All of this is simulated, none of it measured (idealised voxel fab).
The document below concerns the process module designated voxel trench capacitor.
Cross-section cut spans 200 nm and uses square cells 5 nm in size.
For the purposes of this document, a cross-section shall be understood as a grid of square cells, specified as bands listed in top-to-bottom order, each band consisting of one or more rows of cells. For a band, the entry starts with two heights in nm, that of the top and then that of the bottom, and carries on with the band's materials in order from left to right, each alongside its width in nm; the word "full width" beside a single material means it fills the band edge to edge, and "air" means empty space. Heights from 0 (as-received wafer is one material below). Bottom band endless downward, as "0..down". The expression "30->40" gives the width at the extremes of the band, the first number at its top row of cells and the second at its bottom row, with the width changing by equal amounts from each row to the next in between. The cross-section has no changed cell in any step marked "identical to before". Under "Closed void list" you'll find the enclosed gaps, the ones with no way out to the top, that are 8 cells or bigger; each reads width x height at distance, with distance counted from the left edge, everything in nm. On each step's line, the part that comes after the settings is the simulator's own comment on the step. A step line may carry the setting "overlay nm", which, for steps involving a mask, states the distance by which the mask lay to the right of its intended position; negative values denote displacement to the left.

-- The process steps that were planned are listed below
1. RECEIVE (material Si)
2. CONFORMAL_DEP (material SiN; thk nm 5)
3. DIRECTIONAL_DEP (material aC; thk nm 15)
4. PATTERN (tone open; mask id TRENCH; material resist; width nm 25; pitch nm 40; thk nm 35; overlay nm 0)
5. DIRECTIONAL_ETCH (etch materials aC; depth nm 15)
6. STRIP (etch materials resist)
7. DIRECTIONAL_ETCH (etch materials SiN; depth nm 5)
8. DIRECTIONAL_ETCH (etch materials Si; depth nm 35)
9. STRIP (etch materials aC)
10. CONFORMAL_DEP (material Al2O3; thk nm 5)
11. FILL_DEP (material polySi; thk nm 5)
12. CMP (height nm 5)

-- The following pertains to the first of two wafers, which was processed as planned

-- Incoming wafer in cross-section (state: after step 1)
- 0..down | Si full width
- Closed void list: none

-- Presented here is a cross-section of the wafer after step 2 has been performed
- 5..0 | SiN full width
- Whatever lies below 0 is exactly as it was before.

-- Presented here is a cross-section of the wafer after step 3 has been performed
- 20..5 | aC full width
- Whatever lies below 5 is exactly as it was before.

-- Presented here is a cross-section of the wafer after step 4 has been performed
- 55..20 | resist: 45 | air: 25 | resist: 15 | air: 25 | resist: 15 | air: 25 | resist: 50
- Whatever lies below 20 is exactly as it was before.

-- Presented here is a cross-section of the wafer after step 5 has been performed
- 40..20 | resist: 45 | air: 25 | resist: 15 | air: 25 | resist: 15 | air: 25 | resist: 50
- 20..5 | aC: 45 | air: 25 | aC: 15 | air: 25 | aC: 15 | air: 25 | aC: 50
- Whatever lies below 5 is exactly as it was before.

-- Presented here is a cross-section of the wafer after step 6 has been performed
- 20..5 | aC: 45 | air: 25 | aC: 15 | air: 25 | aC: 15 | air: 25 | aC: 50
- Whatever lies below 5 is exactly as it was before.

-- Presented here is a cross-section of the wafer after step 7 has been performed
- 20..5 | aC: 45 | air: 25 | aC: 15 | air: 25 | aC: 15 | air: 25 | aC: 50
- 5..0 | SiN: 45 | air: 25 | SiN: 15 | air: 25 | SiN: 15 | air: 25 | SiN: 50
- Whatever lies below 0 is exactly as it was before.

-- Presented here is a cross-section of the wafer after step 8 has been performed
- 20..5 | aC: 45 | air: 25 | aC: 15 | air: 25 | aC: 15 | air: 25 | aC: 50
- 5..0 | SiN: 45 | air: 25 | SiN: 15 | air: 25 | SiN: 15 | air: 25 | SiN: 50
- 0..-35 | Si: 45 | air: 25 | Si: 15 | air: 25 | Si: 15 | air: 25 | Si: 50
- Whatever lies below -35 is exactly as it was before.

-- Presented here is a cross-section of the wafer after step 9 has been performed
- 5..0 | SiN: 45 | air: 25 | SiN: 15 | air: 25 | SiN: 15 | air: 25 | SiN: 50
- Whatever lies below 0 is exactly as it was before.

-- Presented here is a cross-section of the wafer after step 10 has been performed
- 10..5 | Al2O3: 50 | air: 15 | Al2O3: 25 | air: 15 | Al2O3: 25 | air: 15 | Al2O3: 55
- 5..0 | SiN: 45 | Al2O3: 5 | air: 15 | Al2O3: 5 | SiN: 15 | Al2O3: 5 | air: 15 | Al2O3: 5 | SiN: 15 | Al2O3: 5 | air: 15 | Al2O3: 5 | SiN: 50
- 0..-30 | Si: 45 | Al2O3: 5 | air: 15 | Al2O3: 5 | Si: 15 | Al2O3: 5 | air: 15 | Al2O3: 5 | Si: 15 | Al2O3: 5 | air: 15 | Al2O3: 5 | Si: 50
- -30..-35 | Si: 45 | Al2O3: 25 | Si: 15 | Al2O3: 25 | Si: 15 | Al2O3: 25 | Si: 50
- Whatever lies below -35 is exactly as it was before.

-- Presented here is a cross-section of the wafer after step 11 has been performed
- 15..10 | polySi full width
- 10..5 | Al2O3: 50 | polySi: 15 | Al2O3: 25 | polySi: 15 | Al2O3: 25 | polySi: 15 | Al2O3: 55
- 5..0 | SiN: 45 | Al2O3: 5 | polySi: 15 | Al2O3: 5 | SiN: 15 | Al2O3: 5 | polySi: 15 | Al2O3: 5 | SiN: 15 | Al2O3: 5 | polySi: 15 | Al2O3: 5 | SiN: 50
- 0..-30 | Si: 45 | Al2O3: 5 | polySi: 15 | Al2O3: 5 | Si: 15 | Al2O3: 5 | polySi: 15 | Al2O3: 5 | Si: 15 | Al2O3: 5 | polySi: 15 | Al2O3: 5 | Si: 50
- Whatever lies below -30 is exactly as it was before.

-- Presented here is a cross-section of the wafer after step 12 has been performed
- 5..0 | SiN: 45 | Al2O3: 5 | polySi: 15 | Al2O3: 5 | SiN: 15 | Al2O3: 5 | polySi: 15 | Al2O3: 5 | SiN: 15 | Al2O3: 5 | polySi: 15 | Al2O3: 5 | SiN: 50
- Whatever lies below 0 is exactly as it was before.

-- Second wafer. Start and plan as for the first. One mistake made in running. Agrees with the first up to and including step 3

-- Second wafer: cross-section at the scheduled end of step 4
- 55..20 | resist: 50 | air: 15 | resist: 25 | air: 15 | resist: 25 | air: 15 | resist: 55
- Whatever lies below 20 is exactly as it was before.

-- Second wafer: cross-section at the scheduled end of step 5
- 40..20 | resist: 50 | air: 15 | resist: 25 | air: 15 | resist: 25 | air: 15 | resist: 55
- 20..5 | aC: 50 | air: 15 | aC: 25 | air: 15 | aC: 25 | air: 15 | aC: 55
- Whatever lies below 5 is exactly as it was before.

-- Second wafer: cross-section at the scheduled end of step 6
- 20..5 | aC: 50 | air: 15 | aC: 25 | air: 15 | aC: 25 | air: 15 | aC: 55
- Whatever lies below 5 is exactly as it was before.

-- Second wafer: cross-section at the scheduled end of step 7
- 20..5 | aC: 50 | air: 15 | aC: 25 | air: 15 | aC: 25 | air: 15 | aC: 55
- 5..0 | SiN: 50 | air: 15 | SiN: 25 | air: 15 | SiN: 25 | air: 15 | SiN: 55
- Whatever lies below 0 is exactly as it was before.

-- Second wafer: cross-section at the scheduled end of step 8
- 20..5 | aC: 50 | air: 15 | aC: 25 | air: 15 | aC: 25 | air: 15 | aC: 55
- 5..0 | SiN: 50 | air: 15 | SiN: 25 | air: 15 | SiN: 25 | air: 15 | SiN: 55
- 0..-35 | Si: 50 | air: 15 | Si: 25 | air: 15 | Si: 25 | air: 15 | Si: 55
- Whatever lies below -35 is exactly as it was before.

-- Second wafer: cross-section at the scheduled end of step 9
- 5..0 | SiN: 50 | air: 15 | SiN: 25 | air: 15 | SiN: 25 | air: 15 | SiN: 55
- Whatever lies below 0 is exactly as it was before.

-- Second wafer: cross-section at the scheduled end of step 10
- 10..5 | Al2O3: 55 | air: 5 | Al2O3: 35 | air: 5 | Al2O3: 35 | air: 5 | Al2O3: 60
- 5..0 | SiN: 50 | Al2O3: 5 | air: 5 | Al2O3: 5 | SiN: 25 | Al2O3: 5 | air: 5 | Al2O3: 5 | SiN: 25 | Al2O3: 5 | air: 5 | Al2O3: 5 | SiN: 55
- 0..-30 | Si: 50 | Al2O3: 5 | air: 5 | Al2O3: 5 | Si: 25 | Al2O3: 5 | air: 5 | Al2O3: 5 | Si: 25 | Al2O3: 5 | air: 5 | Al2O3: 5 | Si: 55
- -30..-35 | Si: 50 | Al2O3: 15 | Si: 25 | Al2O3: 15 | Si: 25 | Al2O3: 15 | Si: 55
- Whatever lies below -35 is exactly as it was before.

-- Second wafer: cross-section at the scheduled end of step 11
- 15..10 | polySi full width
- 10..5 | Al2O3: 55 | polySi: 5 | Al2O3: 35 | polySi: 5 | Al2O3: 35 | polySi: 5 | Al2O3: 60
- 5..0 | SiN: 50 | Al2O3: 5 | polySi: 5 | Al2O3: 5 | SiN: 25 | Al2O3: 5 | polySi: 5 | Al2O3: 5 | SiN: 25 | Al2O3: 5 | polySi: 5 | Al2O3: 5 | SiN: 55
- 0..-30 | Si: 50 | Al2O3: 5 | polySi: 5 | Al2O3: 5 | Si: 25 | Al2O3: 5 | polySi: 5 | Al2O3: 5 | Si: 25 | Al2O3: 5 | polySi: 5 | Al2O3: 5 | Si: 55
- Whatever lies below -30 is exactly as it was before.

-- Second wafer: cross-section at the scheduled end of step 12
- 5..0 | SiN: 50 | Al2O3: 5 | polySi: 5 | Al2O3: 5 | SiN: 25 | Al2O3: 5 | polySi: 5 | Al2O3: 5 | SiN: 25 | Al2O3: 5 | polySi: 5 | Al2O3: 5 | SiN: 55
- Whatever lies below 0 is exactly as it was before.
Run error: the process deviated at step 4: the operation and settings actually run there were PATTERN (tone open; mask id TRENCH; material resist; width nm 15; pitch nm 40; thk nm 35; overlay nm 0)
Final difference in cells, second wafer against first, listed per material as more or fewer: Al2O3 -6; Si +42; SiN +6; polySi -42
